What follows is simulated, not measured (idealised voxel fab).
Title: Process Module voxel transistor to metal
Square cell edge 5 nm, section width 260 nm, ID cut.
Notation: cross-section as square-cell grid; stated in bands, top first, going down; one or more cell rows per band. Top, bottom (nm), then materials left to right with widths (nm); lone material tagged "edge to edge" fills the whole band edge to edge; "air" = empty space. Basically, 0 is our baseline, since under it the wafer straight out of the box is all one material. The bottom band has no lower end and keeps on going down, so it looks like "0..down". Quick explanation for "30..40": the width changes in equal steps down the rows of cells, from the first number in the band's top row to the second number in its bottom row. Any step labelled "no modification" changed none of the cells in the cross-section. "Listed closed voids" - sealed voids, min. 8 cells, no opening to top; format: width x height at distance (distance from left edge; nm throughout). Note: text after step settings on the step line = simulator remark on that step. overlay nm: for a step with a mask, the amount by which the mask lay right of where it was planned; a negative amount means left of it.

Steps planned for the process
- 1: RECEIVE, material Si
- 2: OXIDIZE, depth nm 5
- 3: CONFORMAL_DEP, material SiN, thk nm 10
- 4: PATTERN, tone cover, mask id ACTIVE, material resist, width nm 105, pitch nm 125, thk nm 15, overlay nm 0
- 5: DIRECTIONAL_ETCH, etch materials SiN, depth nm 10
- 6: DIRECTIONAL_ETCH, etch materials SiO2, depth nm 5
- 7: DIRECTIONAL_ETCH, etch materials Si, depth nm 30
- 8: STRIP, etch materials resist
- 9: OXIDIZE, depth nm 5
- 10: FILL_DEP, material SiO2, thk nm 15
- 11: CMP, height nm 10
- 12: SELECTIVE_ETCH, etch materials SiO2, depth nm 5
- 13: STRIP, etch materials SiN
- 14: SELECTIVE_ETCH, etch materials SiO2, depth nm 5
- 15: OXIDIZE, depth nm 5
- 16: DIRECTIONAL_DEP, material polySi, thk nm 30
- 17: DIRECTIONAL_DEP, material SiCN, thk nm 10
- 18: MASKED_ETCH, tone cover, mask id GATE, width nm 15, pitch nm 125, etch materials SiCN, depth nm 20, overlay nm 0
- 19: MASKED_ETCH, tone cover, mask id GATE, width nm 15, pitch nm 125, etch materials polySi, depth nm 40, overlay nm 0
- 20: CONFORMAL_DEP, material SiO2, thk nm 5
- 21: DIRECTIONAL_ETCH, etch materials SiO2, depth nm 5
- 22: CONFORMAL_DEP, material SiN, thk nm 10
- 23: DIRECTIONAL_ETCH, etch materials SiN, depth nm 10
- 24: DIRECTIONAL_ETCH, etch materials SiO2, depth nm 5
- 25: EPI, material SiGe, thk nm 5
- 26: FILL_DEP, material SiO2, thk nm 10
- 27: CMP, height nm 35
- 28: DIRECTIONAL_DEP, material SiO2, thk nm 15
- 29: PATTERN, tone open, mask id CONTACT, material resist, width nm 20, thk nm 15, overlay nm 0
- 30: DIRECTIONAL_ETCH, etch materials SiO2, depth nm 55
- 31: STRIP, etch materials resist
- 32: CONFORMAL_DEP, material TiN, thk nm 5
- 33: FILL_DEP, material Ru, thk nm 5
- 34: CMP, height nm 50
- 35: CONFORMAL_DEP, material SiCN, thk nm 5
- 36: DIRECTIONAL_DEP, material lowk, thk nm 15
- 37: MASKED_ETCH, tone open, mask id METAL_1, width nm 20, etch materials lowk, depth nm 15, overlay nm 0
- 38: MASKED_ETCH, tone open, mask id METAL_1, width nm 20, etch materials SiCN, depth nm 5, overlay nm 0
- 39: CONFORMAL_DEP, material TiN, thk nm 5
- 40: FILL_DEP, material W, thk nm 10
- 41: CMP, height nm 70
- 42: CONFORMAL_DEP, material SiCN, thk nm 5
- 43: DIRECTIONAL_DEP, material SiO2, thk nm 35
- 44: DIRECTIONAL_DEP, material aC, thk nm 10
- 45: PATTERN, tone open, mask id METAL_2_HOLES, material resist, width nm 15, pitch nm 125, thk nm 30, overlay nm 0
- 46: DIRECTIONAL_ETCH, etch materials aC, depth nm 10
- 47: STRIP, etch materials resist
- 48: DIRECTIONAL_ETCH, etch materials SiO2, depth nm 35
- 49: STRIP, etch materials aC
- 50: PATTERN, tone open, mask id METAL_2, material resist, width nm 20, pitch nm 125, thk nm 20, overlay nm 0
- 51: DIRECTIONAL_ETCH, etch materials SiO2, depth nm 20
- 52: DIRECTIONAL_ETCH, etch materials SiCN, depth nm 5
- 53: STRIP, etch materials resist
- 54: CONFORMAL_DEP, material TiN, thk nm 5
- 55: FILL_DEP, material Cu, thk nm 5
- 56: CMP, height nm 110
- 57: CONFORMAL_DEP, material SiN, thk nm 5

Step 1 complete: cross-section of the wafer as received
    0..down  Si edge to edge
    Listed closed voids: none

Cross-section: first of two wafers, module finished, run according to plan
    115..110  SiN edge to edge
    110..95  SiO2 25  TiN 5  Cu 10  TiN 5  SiO2 105  TiN 5  Cu 10  TiN 5  SiO2 90
    95..90  SiO2 25  TiN 5  Cu 5  TiN 10  SiO2 105  TiN 5  Cu 5  TiN 10  SiO2 90
    90..75  SiO2 25  TiN 5  Cu 5  TiN 5  SiO2 110  TiN 5  Cu 5  TiN 5  SiO2 95
    75..70  SiCN 25  TiN 15  SiCN 110  TiN 15  SiCN 95
    70..55  lowk 25  TiN 5  W 10  TiN 5  lowk 45  TiN 5  W 10  TiN 5  lowk 40  TiN 5  W 10  TiN 5  lowk 45  TiN 5  W 10  TiN 5  lowk 25
    55..50  SiCN 25  TiN 20  SiCN 45  TiN 20  SiCN 40  TiN 20  SiCN 45  TiN 20  SiCN 25
    50..35  SiO2 25  TiN 5  Ru 10  TiN 5  SiO2 45  TiN 5  Ru 10  TiN 5  SiO2 40  TiN 5  Ru 10  TiN 5  SiO2 45  TiN 5  Ru 10  TiN 5  SiO2 25
    35..25  SiO2 25  TiN 5  Ru 10  TiN 5  SiN 10  SiO2 5  SiCN 15  SiO2 5  SiN 10  TiN 5  Ru 10  TiN 5  SiO2 40  TiN 5  Ru 10  TiN 5  SiN 10  SiO2 5  SiCN 15  SiO2 5  SiN 10  TiN 5  Ru 10  TiN 5  SiO2 25
    25..0  SiO2 25  TiN 5  Ru 10  TiN 5  SiN 10  SiO2 5  polySi 15  SiO2 5  SiN 10  TiN 5  Ru 10  TiN 5  SiO2 40  TiN 5  Ru 10  TiN 5  SiN 10  SiO2 5  polySi 15  SiO2 5  SiN 10  TiN 5  Ru 10  TiN 5  SiO2 25
    0..-5  SiO2 15  SiN 10  TiN 20  SiN 10  SiO2 5  polySi 15  SiO2 5  SiN 10  TiN 20  SiN 10  SiO2 20  SiN 10  TiN 20  SiN 10  SiO2 5  polySi 15  SiO2 5  SiN 10  TiN 20  SiN 10  SiO2 15
    -5..-10  SiO2 25  SiGe 20  SiO2 45  SiGe 20  SiO2 40  SiGe 20  SiO2 45  SiGe 20  SiO2 25
    -10..-40  SiO2 20  Si 95  SiO2 30  Si 95  SiO2 20
    -40..down  Si edge to edge
    Listed closed voids: none

Cross-sectional view: second of two wafers, end of module; start and plan identical to the first, one mistake in running
    115..110  SiN edge to edge
    110..95  SiO2 25  TiN 5  Cu 10  TiN 5  SiO2 105  TiN 5  Cu 10  TiN 5  SiO2 90
    95..90  SiO2 25  TiN 5  Cu 5  TiN 10  SiO2 105  TiN 5  Cu 5  TiN 10  SiO2 90
    90..75  SiO2 25  TiN 5  Cu 5  TiN 5  SiO2 110  TiN 5  Cu 5  TiN 5  SiO2 95
    75..70  SiCN 25  TiN 15  SiCN 110  TiN 15  SiCN 95
    70..55  lowk 25  TiN 5  W 10  TiN 5  lowk 45  TiN 5  W 10  TiN 5  lowk 40  TiN 5  W 10  TiN 5  lowk 45  TiN 5  W 10  TiN 5  lowk 25
    55..50  SiCN 25  TiN 20  SiCN 45  TiN 20  SiCN 40  TiN 20  SiCN 45  TiN 20  SiCN 25
    50..35  SiO2 25  TiN 5  Ru 10  TiN 5  SiO2 45  TiN 5  Ru 10  TiN 5  SiO2 40  TiN 5  Ru 10  TiN 5  SiO2 45  TiN 5  Ru 10  TiN 5  SiO2 25
    35..25  SiO2 25  TiN 5  Ru 10..5  TiN 5..10  SiN 10  SiO2 5  SiCN 15  SiO2 5  SiN 10  TiN 5..10  Ru 10..5  TiN 5  SiO2 40  TiN 5  Ru 10..5  TiN 5..10  SiN 10  SiO2 5  SiCN 15  SiO2 5  SiN 10  TiN 5..10  Ru 10..5  TiN 5  SiO2 25
    25..0  SiO2 25  TiN 5  Ru 5  TiN 5  SiN 10  SiO2 5  polySi 25  SiO2 5  SiN 10  TiN 5  Ru 5  TiN 5  SiO2 40  TiN 5  Ru 5  TiN 5  SiN 10  SiO2 5  polySi 25  SiO2 5  SiN 10  TiN 5  Ru 5  TiN 5  SiO2 25
    0..-5  SiO2 15  SiN 10  TiN 15  SiN 10  SiO2 5  polySi 25  SiO2 5  SiN 10  TiN 15  SiN 10  SiO2 20  SiN 10  TiN 15  SiN 10  SiO2 5  polySi 25  SiO2 5  SiN 10  TiN 15  SiN 10  SiO2 15
    -5..-10  SiO2 25  SiGe 15  SiO2 55  SiGe 15  SiO2 40  SiGe 15  SiO2 55  SiGe 15  SiO2 25
    -10..-40  SiO2 20  Si 95  SiO2 30  Si 95  SiO2 20
    -40..down  Si edge to edge
    Listed closed voids: none
Where did the run depart from the plan? step 19 deviated from plan and actually ran as MASKED_ETCH, tone cover, mask id GATE, width nm 25, pitch nm 125, etch materials polySi, depth nm 40, overlay nm 0
Per the end-of-run cell counts, the second wafer holds more or fewer of some materials than the first: -24 Ru | -4 SiGe | +4 SiO2 | +24 polySi
